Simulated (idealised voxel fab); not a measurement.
process module | voxel self aligned vias
cross-section cut | 255 nm wide | cells 5 nm
A cross-section is a grid of square cells, given in bands from the top down. A band is one or more rows of cells.
Each band's line starts with the height of the band's top and of its bottom, in nm. Then come its materials from left to right, each with its width in nm. One material with "throughout" fills the band from edge to edge. "air" is empty space.
Height 0 is the level under which the wafer as received is all one material. The lowest band goes on downwards, as in "0 down".
A width such as "30 to 40" changes by the same amount from each row of cells to the next, from the band's top row to its bottom row.
"no change" after a step means that no cell of the cross-section changed.
closed voids: empty space of 8 cells or more with no open way to the top, each as width x height at its distance from the left edge, in nm
after a step's settings: what the simulator itself notes on the step
overlay nm, on a step with a mask: how far to the right of its planned place the mask lay; to the left if negative
plan
1 op RECEIVE | material Si
2 op CONFORMAL_DEP | material SiO2 | thk nm 10
3 op CONFORMAL_DEP | material SiCN | thk nm 5
4 op DIRECTIONAL_DEP | material lowk | thk nm 25
5 op DIRECTIONAL_DEP | material aC | thk nm 10
6 op PATTERN | tone open | mask id LINES | material resist | width nm 25 | pitch nm 65 | thk nm 25 | overlay nm 0
7 op DIRECTIONAL_ETCH | etch materials aC | depth nm 10
8 op STRIP | etch materials resist
9 op DIRECTIONAL_ETCH | etch materials lowk | depth nm 25
10 op STRIP | etch materials aC
11 op CONFORMAL_DEP | material TiN | thk nm 5
12 op FILL_DEP | material W | thk nm 10
13 op CMP | height nm 40
14 op SELECTIVE_ETCH | etch materials W Ru TiN | depth nm 5
15 op FILL_DEP | material SiN | thk nm 5
16 op CMP | height nm 40
17 op DIRECTIONAL_DEP | material lowk | thk nm 15
18 op MASKED_ETCH | tone open | mask id VIAS | width nm 45 | pitch nm 130 | etch materials lowk | depth nm 15 | overlay nm 0
19 op MASKED_ETCH | tone open | mask id VIAS | width nm 45 | pitch nm 130 | etch materials SiN | depth nm 5 | overlay nm 0
20 op CONFORMAL_DEP | material TiN | thk nm 5
21 op FILL_DEP | material Ru | thk nm 5
22 op CMP | height nm 55
23 op CONFORMAL_DEP | material SiN | thk nm 5
as received, after step 1
  0 down: Si throughout
  closed voids: none
first wafer at the end, as planned
  60 to 55: SiN throughout
  55 to 45: lowk 40 | TiN 5 | Ru 35 | TiN 5 | lowk 85 | TiN 5 | Ru 35 | TiN 5 | lowk 40
  45 to 40: lowk 40 | TiN 15 | Ru 15 | TiN 15 | lowk 85 | TiN 15 | Ru 15 | TiN 15 | lowk 40
  40 to 35: lowk 50 | TiN 25 | lowk 40 | SiN 25 | lowk 40 | TiN 25 | lowk 50
  35 to 20: lowk 50 | TiN 5 | W 15 | TiN 5 | lowk 40 | TiN 5 | W 15 | TiN 5 | lowk 40 | TiN 5 | W 15 | TiN 5 | lowk 50
  20 to 15: lowk 50 | TiN 25 | lowk 40 | TiN 25 | lowk 40 | TiN 25 | lowk 50
  15 to 10: SiCN throughout
  10 to 0: SiO2 throughout
  0 down: Si throughout
  closed voids: none
second wafer at the end: like start, like plan, one mistake
  60 to 55: SiN throughout
  55 to 40: lowk 40 | TiN 5 | Ru 35 | TiN 5 | lowk 85 | TiN 5 | Ru 35 | TiN 5 | lowk 40
  40 to 35: lowk 40 | TiN 45 | lowk 30 | SiN 25 | lowk 30 | TiN 45 | lowk 40
  35 to 25: lowk 40 | TiN 15 | W 15 | TiN 15 | lowk 30 | TiN 5 | W 15 | TiN 5 | lowk 30 | TiN 15 | W 15 | TiN 15 | lowk 40
  25 to 20: lowk 50 | TiN 5 | W 15 | TiN 5 | lowk 40 | TiN 5 | W 15 | TiN 5 | lowk 40 | TiN 5 | W 15 | TiN 5 | lowk 50
  20 to 15: lowk 50 | TiN 25 | lowk 40 | TiN 25 | lowk 40 | TiN 25 | lowk 50
  15 to 10: SiCN throughout
  10 to 0: SiO2 throughout
  0 down: Si throughout
  closed voids: none
what went wrong: step 18 was run twice
at the end the second wafer has, in cells: 8 more of Ru | 16 more of TiN | 24 fewer of lowk
